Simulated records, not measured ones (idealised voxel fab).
voxel transistor to metal: a process module
The width of the displayed cross-section, cut, is 160 nm; its cells are square, with a size of 5 nm.
Cross-sections here: square-cell grids, written as top-down lists of bands, a band being one or more rows of cells. In this notation a band is specified by the heights of its top and bottom, in that order and in nm, after which its materials appear from left to right, each paired with its width in nm. The word "throughout" attached to a single material means that material fills the band from edge to edge; the word "blank" stands for empty space. Height is counted from the level 0, under which the received wafer is composed throughout of one material. The lowest of the bands is not closed at the bottom but continues downward, in the notation "top 0, no bottom". Width spec "30->40" -> top row of cells at first value, bottom row at second value, equal per-row change in between. Any step labelled "nothing different" changed none of the cells in the cross-section. "Enclosed cavities" specifies each empty space that is not open to the top and that occupies no fewer than 8 cells, using the form width x height at distance, the distance measured from the left edge and all three quantities in nm. Formally, on a step line, whatever follows the settings is a remark that the simulator itself makes on the step. "overlay nm" denotes, for a step that has a mask, the displacement of the mask to the right of its planned place, with negative values corresponding to the left.

-- These are the steps we planned for the process
1,RECEIVE with material Si
2,CONFORMAL_DEP with material SiO2, thk nm 5
3,CONFORMAL_DEP with material SiN, thk nm 10
4,PATTERN with tone cover, mask id ACTIVE, material resist, width nm 125, thk nm 20, overlay nm 0
5,DIRECTIONAL_ETCH with etch materials SiN, depth nm 10
6,DIRECTIONAL_ETCH with etch materials SiO2, depth nm 5
7,DIRECTIONAL_ETCH with etch materials Si, depth nm 35
8,STRIP with etch materials resist
9,FILL_DEP with material SiO2, thk nm 15
10,CMP with height nm 15
11,SELECTIVE_ETCH with etch materials SiO2, depth nm 5
12,STRIP with etch materials SiN
13,SELECTIVE_ETCH with etch materials SiO2, depth nm 5
14,OXIDIZE with depth nm 5
15,DIRECTIONAL_DEP with material polySi, thk nm 20
16,DIRECTIONAL_DEP with material SiCN, thk nm 10
17,PATTERN with tone cover, mask id GATE, material resist, width nm 35, thk nm 15, overlay nm 0
18,DIRECTIONAL_ETCH with etch materials SiCN, depth nm 20
19,DIRECTIONAL_ETCH with etch materials polySi, depth nm 30
20,STRIP with etch materials resist
21,CONFORMAL_DEP with material SiO2, thk nm 5
22,DIRECTIONAL_ETCH with etch materials SiO2, depth nm 5
23,CONFORMAL_DEP with material SiN, thk nm 5
24,DIRECTIONAL_ETCH with etch materials SiN, depth nm 5
25,DIRECTIONAL_ETCH with etch materials SiO2, depth nm 5
26,DIRECTIONAL_ETCH with etch materials Si, depth nm 5
27,EPI with material SiGe, thk nm 5
28,FILL_DEP with material SiO2, thk nm 5
29,CMP with height nm 20
30,STRIP with etch materials polySi
31,SELECTIVE_ETCH with etch materials SiO2, depth nm 5
32,CONFORMAL_DEP with material HfO2, thk nm 5
33,CONFORMAL_DEP with material TiN, thk nm 5
34,FILL_DEP with material W, thk nm 5
35,CMP with height nm 15
36,DIRECTIONAL_DEP with material SiO2, thk nm 15
37,MASKED_ETCH with tone open, mask id CONTACT, width nm 20, pitch nm 85, etch materials SiO2, depth nm 35, overlay nm 0
38,CONFORMAL_DEP with material TiN, thk nm 5
39,FILL_DEP with material Ru, thk nm 5
40,CMP with height nm 30
41,CONFORMAL_DEP with material SiN, thk nm 5
42,DIRECTIONAL_DEP with material lowk, thk nm 20
43,PATTERN with tone open, mask id METAL_1, material resist, width nm 20, pitch nm 85, thk nm 20, overlay nm 0
44,DIRECTIONAL_ETCH with etch materials lowk, depth nm 20
45,DIRECTIONAL_ETCH with etch materials SiN, depth nm 5
46,STRIP with etch materials resist
47,CONFORMAL_DEP with material TiN, thk nm 5
48,FILL_DEP with material Ru, thk nm 5
49,CMP with height nm 55
50,CONFORMAL_DEP with material SiCN, thk nm 5
51,DIRECTIONAL_DEP with material SiO2, thk nm 30
52,PATTERN with tone open, mask id METAL_2_HOLES, material resist, width nm 15, pitch nm 85, thk nm 20, overlay nm 0
53,DIRECTIONAL_ETCH with etch materials SiO2, depth nm 30
54,STRIP with etch materials resist
55,PATTERN with tone open, mask id METAL_2, material resist, width nm 20, pitch nm 85, thk nm 15, overlay nm 0
56,DIRECTIONAL_ETCH with etch materials SiO2, depth nm 15
57,DIRECTIONAL_ETCH with etch materials SiCN, depth nm 5
58,STRIP with etch materials resist
59,CONFORMAL_DEP with material TiN, thk nm 5
60,FILL_DEP with material Cu, thk nm 10
61,CMP with height nm 90
62,CONFORMAL_DEP with material SiN, thk nm 5

-- Cross-sectional view of the wafer in its as-received condition, corresponding to the state after step 1
* top 0, no bottom = Si throughout
* Enclosed cavities: none

-- End-of-module cross-section. Starting structure and process plan as above; one mistake made in running it
* top 95, bottom 90 = SiN throughout
* top 90, bottom 80 = 25 nm SiO2, 5 nm TiN, 10 nm Cu, 5 nm TiN, 65 nm SiO2, 5 nm TiN, 10 nm Cu, 5 nm TiN, 30 nm SiO2
* top 80, bottom 75 = 25 nm SiO2, 5 nm TiN, 5 nm Cu, 10 nm TiN, 65 nm SiO2, 5 nm TiN, 5 nm Cu, 10 nm TiN, 30 nm SiO2
* top 75, bottom 60 = 25 nm SiO2, 5 nm TiN, 5 nm Cu, 5 nm TiN, 70 nm SiO2, 5 nm TiN, 5 nm Cu, 5 nm TiN, 35 nm SiO2
* top 60, bottom 55 = 25 nm SiCN, 15 nm TiN, 70 nm SiCN, 15 nm TiN, 35 nm SiCN
* top 55, bottom 35 = 25 nm lowk, 5 nm TiN, 10 nm Ru, 5 nm TiN, 65 nm lowk, 5 nm TiN, 10 nm Ru, 5 nm TiN, 30 nm lowk
* top 35, bottom 30 = 25 nm SiN, 20 nm TiN, 65 nm SiN, 20 nm TiN, 30 nm SiN
* top 30, bottom 25 = 25 nm SiO2, 5 nm TiN, 10 nm Ru, 5 nm TiN, 65 nm SiO2, 5 nm TiN, 10 nm Ru, 5 nm TiN, 30 nm SiO2
* top 25, bottom 20 = 25 nm SiO2, 20 nm TiN, 65 nm SiO2, 20 nm TiN, 30 nm SiO2
* top 20, bottom 15 = 50 nm HfO2, 5 nm SiN, 5 nm HfO2, 5 nm TiN, 25 nm W, 5 nm TiN, 5 nm HfO2, 5 nm SiN, 55 nm HfO2
* top 15, bottom 5 = 50 nm SiO2, 5 nm SiN, 5 nm HfO2, 5 nm TiN, 25 nm W, 5 nm TiN, 5 nm HfO2, 5 nm SiN, 55 nm SiO2
* top 5, bottom 0 = 15 nm SiO2, 5 nm SiN, 30 nm SiO2, 5 nm SiN, 5 nm HfO2, 35 nm TiN, 5 nm HfO2, 5 nm SiN, 30 nm SiO2, 5 nm SiN, 20 nm SiO2
* top 0, bottom -5 = 20 nm SiO2, 5 nm SiGe, 20 nm SiO2, 5 nm SiGe, 5 nm SiO2, 45 nm HfO2, 5 nm SiO2, 5 nm SiGe, 20 nm SiO2, 5 nm SiGe, 25 nm SiO2
* top -5, bottom -10 = 15 nm SiO2, 5 nm Si, 30 nm SiGe, 55 nm Si, 30 nm SiGe, 5 nm Si, 20 nm SiO2
* top -10, bottom -35 = 15 nm SiO2, 125 nm Si, 20 nm SiO2
* top -35, no bottom = Si throughout
* Enclosed cavities: none
In executing the process, a mistake was made relative to the plan: planned and actual differ for step 35; actual: CMP with height nm 20
